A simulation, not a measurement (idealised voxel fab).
voxel double patterning: a process module
We display cut, a cross-section 215 nm in width whose square cells are each 5 nm.
The cross-sections in this document take the form of a grid made of square cells. They are written out as bands, in order from top to bottom. Each band consists of one or more rows of cells.
It is stipulated that each band's entry specify, in nanometres, the height of the top of the band and then that of its bottom, followed by the materials of the band in left-to-right sequence, each together with its width in nanometres. A single material marked by the word "full width" is understood to fill the band from edge to edge; the word "blank" is understood to denote empty space.
Where do heights start? At 0: under that level the wafer as delivered is made of one material only. And the lowest band has no floor; it just carries on downward, as in "from 0 down".
Read "30 to 40" as a graded width: first number on top, second number at the bottom, same change between each pair of neighbouring rows.
"no modifications" for a step: no cell of the cross-section changed in that step.
"Closed voids list" enumerates empty spaces isolated from the top, with no open way to it, that contain at least 8 cells, giving each as width x height at distance from the left edge, all three in nm.
Read whatever lies past the settings on a step's line as the simulator's own remark about the step.
When a step includes a mask, the "overlay nm" setting on its line states how far to the right of its planned place that mask lay, and negative values state how far to the left.

Here's what the planned process steps look like
1) RECEIVE: material Si
2) CONFORMAL_DEP: material SiO2, thk nm 10
3) DIRECTIONAL_DEP: material polySi, thk nm 10
4) DIRECTIONAL_DEP: material SiCN, thk nm 10
5) PATTERN: tone open, mask id FIRST, material resist, width nm 15, pitch nm 50, thk nm 15, overlay nm 0
6) DIRECTIONAL_ETCH: etch materials SiCN, depth nm 10
7) STRIP: etch materials resist
8) DIRECTIONAL_DEP: material aC, thk nm 10
9) PATTERN: tone open, mask id SECOND, material resist, width nm 15, pitch nm 50, thk nm 30, overlay nm 0
10) DIRECTIONAL_ETCH: etch materials aC, depth nm 10
11) STRIP: etch materials resist
12) DIRECTIONAL_ETCH: etch materials SiCN, depth nm 10
13) STRIP: etch materials aC
14) DIRECTIONAL_ETCH: etch materials polySi, depth nm 10
15) STRIP: etch materials SiCN

Delivered wafer in cross-section: state after step 1
* from 0 down  Si full width
* Closed voids list: none

Looking at the first of two wafers in cross-section at end of module - ran to plan
* from 20 to 10  polySi 50 / blank 15 / polySi 10 / blank 15 / polySi 10 / blank 15 / polySi 10 / blank 15 / polySi 10 / blank 15 / polySi 50
* from 10 to 0  SiO2 full width
* from 0 down  Si full width
* Closed voids list: none

Second wafer cross-section at end of module - shared start and plan with the first, one mistake in the run
* from 40 to 30  aC 50 / blank 115 / aC 50
* from 30 to 20  SiCN 50 / aC 15 / blank 35 / aC 15 / blank 35 / aC 15 / SiCN 50
* from 20 to 10  polySi 65 / blank 35 / polySi 15 / blank 35 / polySi 65
* from 10 to 0  SiO2 full width
* from 0 down  Si full width
* Closed voids list: none
What was done differently from what was planned? step 13 did not use the planned setting and instead ran as STRIP: etch materials SiCN
Per the end-of-run cell counts, the second wafer holds more or fewer of some materials than the first: SiCN +40, aC +58, polySi +2
